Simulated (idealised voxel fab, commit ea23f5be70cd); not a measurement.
A process module follows: voxel transistor to metal.
Cross-sectional view cut (width: 185 nm; square cell size: 5 nm).
Think of the cross-section as a grid of square cells. We describe it in bands, top to bottom, and each band covers one or more rows of those cells.
Heads up on the band format: heights come first, top then bottom, in nm. After that it's the materials left to right, each with its width in nm. A single material flagged "everywhere" fills the whole band edge to edge, and "blank" means there's empty space there.
Heights from 0 (as-received wafer is one material below). Bottom band endless downward, as "0 -> down".
You'd read "30 to 40" like this: the band's top row of cells is as wide as the first number, its bottom row is as wide as the second, and going down, every row changes width by the same amount as the row before did.
When a step is marked "no alteration", none of the cells in the cross-section changed during that step.
"Voids, enclosed" lists enclosed empty spaces (at least 8 cells, no open path upward to the top), each as width x height at distance from the left edge, in nm.
Note: text after step settings on the step line = simulator remark on that step.
The "overlay nm" setting may appear on a step's line; for a step that uses a mask, it gives how far to the right of its planned position the mask lay, and a negative value indicates the left.

### List of planned process steps
1 RECEIVE with material Si
2 CONFORMAL_DEP with material SiO2, thk nm 5
3 CONFORMAL_DEP with material SiN, thk nm 15
4 DIRECTIONAL_DEP with material aC, thk nm 10
5 PATTERN with tone cover, mask id ACTIVE, material resist, width nm 105, thk nm 25, overlay nm 0
6 DIRECTIONAL_ETCH with etch materials aC, depth nm 10
7 STRIP with etch materials resist
8 DIRECTIONAL_ETCH with etch materials SiN, depth nm 15
9 DIRECTIONAL_ETCH with etch materials SiO2, depth nm 5
10 DIRECTIONAL_ETCH with etch materials Si, depth nm 35
11 STRIP with etch materials aC
12 OXIDIZE with depth nm 5
13 FILL_DEP with material SiO2, thk nm 5
14 CMP with height nm 20
15 SELECTIVE_ETCH with etch materials SiO2, depth nm 10
16 STRIP with etch materials SiN
17 SELECTIVE_ETCH with etch materials SiO2, depth nm 5
18 OXIDIZE with depth nm 5
19 DIRECTIONAL_DEP with material polySi, thk nm 25
20 DIRECTIONAL_DEP with material SiCN, thk nm 10
21 DIRECTIONAL_DEP with material aC, thk nm 15
22 PATTERN with tone cover, mask id GATE, material resist, width nm 35, thk nm 35, overlay nm 0
23 DIRECTIONAL_ETCH with etch materials aC, depth nm 15
24 STRIP with etch materials resist
25 DIRECTIONAL_ETCH with etch materials SiCN, depth nm 20
26 DIRECTIONAL_ETCH with etch materials polySi, depth nm 35
27 STRIP with etch materials aC
28 CONFORMAL_DEP with material SiN, thk nm 10
29 DIRECTIONAL_ETCH with etch materials SiN, depth nm 10
30 DIRECTIONAL_ETCH with etch materials SiO2, depth nm 5
31 DIRECTIONAL_ETCH with etch materials Si, depth nm 5
32 EPI with material SiGe, thk nm 10
33 FILL_DEP with material SiO2, thk nm 5
34 CMP with height nm 25
35 STRIP with etch materials polySi
36 SELECTIVE_ETCH with etch materials SiO2, depth nm 5
37 CONFORMAL_DEP with material HfO2, thk nm 5
38 CONFORMAL_DEP with material TiN, thk nm 5
39 FILL_DEP with material W, thk nm 5
40 CMP with height nm 20
41 DIRECTIONAL_DEP with material SiO2, thk nm 10
42 DIRECTIONAL_DEP with material aC, thk nm 15
43 PATTERN with tone open, mask id CONTACT, material resist, width nm 15, pitch nm 80, thk nm 30, overlay nm 0
44 DIRECTIONAL_ETCH with etch materials aC, depth nm 15
45 STRIP with etch materials resist
46 DIRECTIONAL_ETCH with etch materials SiO2, depth nm 30
47 STRIP with etch materials aC
48 CONFORMAL_DEP with material TiN, thk nm 5
49 FILL_DEP with material Ru, thk nm 5
50 CMP with height nm 30
51 DIRECTIONAL_DEP with material TiN, thk nm 5
52 DIRECTIONAL_DEP with material W, thk nm 20
53 PATTERN with tone cover, mask id METAL_1, material resist, width nm 15, pitch nm 80, thk nm 15, overlay nm 0
54 DIRECTIONAL_ETCH with etch materials W, depth nm 20
55 DIRECTIONAL_ETCH with etch materials TiN, depth nm 5
56 STRIP with etch materials resist
57 FILL_DEP with material SiO2, thk nm 10
58 CMP with height nm 55
59 CONFORMAL_DEP with material SiCN, thk nm 5
60 DIRECTIONAL_DEP with material lowk, thk nm 30
61 MASKED_ETCH with tone open, mask id METAL_2, width nm 15, pitch nm 80, etch materials lowk, depth nm 20, overlay nm 0
62 MASKED_ETCH with tone open, mask id METAL_2_HOLES, width nm 15, pitch nm 80, etch materials lowk, depth nm 10, overlay nm 0
63 MASKED_ETCH with tone open, mask id METAL_2_HOLES, width nm 15, pitch nm 80, etch materials SiCN, depth nm 5, overlay nm 0
64 CONFORMAL_DEP with material TiN, thk nm 5
65 FILL_DEP with material Cu, thk nm 10
66 CMP with height nm 90
67 CONFORMAL_DEP with material SiN, thk nm 5

### Step 1 complete: cross-section of the wafer as received
	0 -> down  Si everywhere
	Voids, enclosed: none

### Cross-sectional result after module completion. Note: starting condition and plan are unchanged from above; one processing mistake was made
	95 -> 90  SiN everywhere
	90 -> 60  lowk=45, then TiN=5, then Cu=5, then TiN=5, then lowk=65, then TiN=5, then Cu=5, then TiN=5, then lowk=45
	60 -> 55  SiCN=45, then TiN=15, then SiCN=65, then TiN=15, then SiCN=45
	55 -> 50  SiO2=45, then TiN=15, then SiO2=65, then TiN=15, then SiO2=45
	50 -> 30  W everywhere
	30 -> 20  SiO2=45, then TiN=5, then Ru=5, then TiN=5, then SiO2=65, then TiN=5, then Ru=5, then TiN=5, then SiO2=45
	20 -> 10  SiO2=45, then TiN=5, then Ru=5, then TiN=5, then SiO2=5, then SiN=10, then HfO2=5, then TiN=5, then W=15, then TiN=5, then HfO2=5, then SiN=10, then SiO2=5, then TiN=5, then Ru=5, then TiN=5, then SiO2=45
	10 -> 5  SiO2=45, then TiN=15, then SiO2=5, then SiN=10, then HfO2=5, then TiN=5, then W=15, then TiN=5, then HfO2=5, then SiN=10, then SiO2=5, then TiN=15, then SiO2=45
	5 -> 0  SiO2=35, then SiN=10, then TiN=10, then SiGe=10, then SiN=10, then HfO2=5, then TiN=25, then HfO2=5, then SiN=10, then SiGe=10, then TiN=10, then SiN=10, then SiO2=35
	0 -> -5  SiO2=45, then SiGe=20, then SiO2=5, then HfO2=45, then SiO2=5, then SiGe=20, then SiO2=45
	-5 -> -10  SiO2=45, then SiGe=20, then Si=55, then SiGe=20, then SiO2=45
	-10 -> -40  SiO2=45, then Si=95, then SiO2=45
	-40 -> down  Si everywhere
	Voids, enclosed: none
What broke from the plan during processing? plan vs actual: 51 and 52 interchanged
